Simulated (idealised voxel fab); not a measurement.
The name of this process module is voxel ribs on slabs.
FYI the section here is cut, 215 nm wide, cells are 5 nm squares.
In what follows, cross-sections appear as grids of square cells, described through bands that run from the top down, where every band is one or more rows of cells.
Top height, bottom height, nm. Materials left to right, width each, nm. Single material + "all across" = fills band edge to edge. "empty" = empty.
Height datum 0, below which the as-received substrate wafer is one material. Lowest band open at the bottom, running downward: "0 down".
Top row gets the first number, bottom row gets the second, and each row in between changes by the same step: that is how a band width like "30..40" works.
Key: "nothing got changed" - step with no changed cell in the cross-section.
"Enclosed void inventory" contains a list of empty spaces, each no smaller than 8 cells and without an open way to the top, written in the form width x height at distance with the distance from the left edge and all three in nm.
after a step's settings: what the simulator itself notes on the step
overlay nm: how far to the right of its planned place the mask lay on this masked step (negative: to the left).

Process steps - plan:
1) RECEIVE,material Si
2) DIRECTIONAL_DEP,material SiO2,thk nm 20
3) DIRECTIONAL_DEP,material SiN,thk nm 25
4) MASKED_ETCH,tone cover,mask id RIB,width nm 30,etch materials SiN,depth nm 10,overlay nm 0
5) DIRECTIONAL_DEP,material aC,thk nm 15
6) PATTERN,tone cover,mask id SLAB,material resist,width nm 60,thk nm 30,overlay nm 0
7) DIRECTIONAL_ETCH,etch materials aC,depth nm 15
8) STRIP,etch materials resist
9) DIRECTIONAL_ETCH,etch materials SiN,depth nm 15
10) STRIP,etch materials aC
11) FILL_DEP,material SiO2,thk nm 20
12) CMP,height nm 55
13) DIRECTIONAL_DEP,material TiN,thk nm 5
14) PATTERN,tone cover,mask id HEATER,material resist,width nm 40,thk nm 15,overlay nm -15
15) DIRECTIONAL_ETCH,etch materials TiN,depth nm 5
16) STRIP,etch materials resist
17) CONFORMAL_DEP,material SiO2,thk nm 10
Heads up: all these wafers start the same, and what changes between them is the overlay nm in step 14. The value you see in the plan is just what the first wafer got.

Cross-section of the first incoming wafer of several, state after step 1:
- 0 down = Si all across
- Enclosed void inventory: none

Each wafer at the end: cells of each material gained (+) or lost (-) since it was received, then its closed voids:
overlay nm -15, +48 SiN, +515 SiO2, +8 TiN, Enclosed void inventory: none
overlay nm -10, +48 SiN, +515 SiO2, +8 TiN, Enclosed void inventory: none
overlay nm -5, +48 SiN, +515 SiO2, +8 TiN, Enclosed void inventory: none
overlay nm 0, +48 SiN, +515 SiO2, +8 TiN, Enclosed void inventory: none
overlay nm 5, +48 SiN, +515 SiO2, +8 TiN, Enclosed void inventory: none
overlay nm 10, +48 SiN, +515 SiO2, +8 TiN, Enclosed void inventory: none
overlay nm 15, +48 SiN, +515 SiO2, +8 TiN, Enclosed void inventory: none
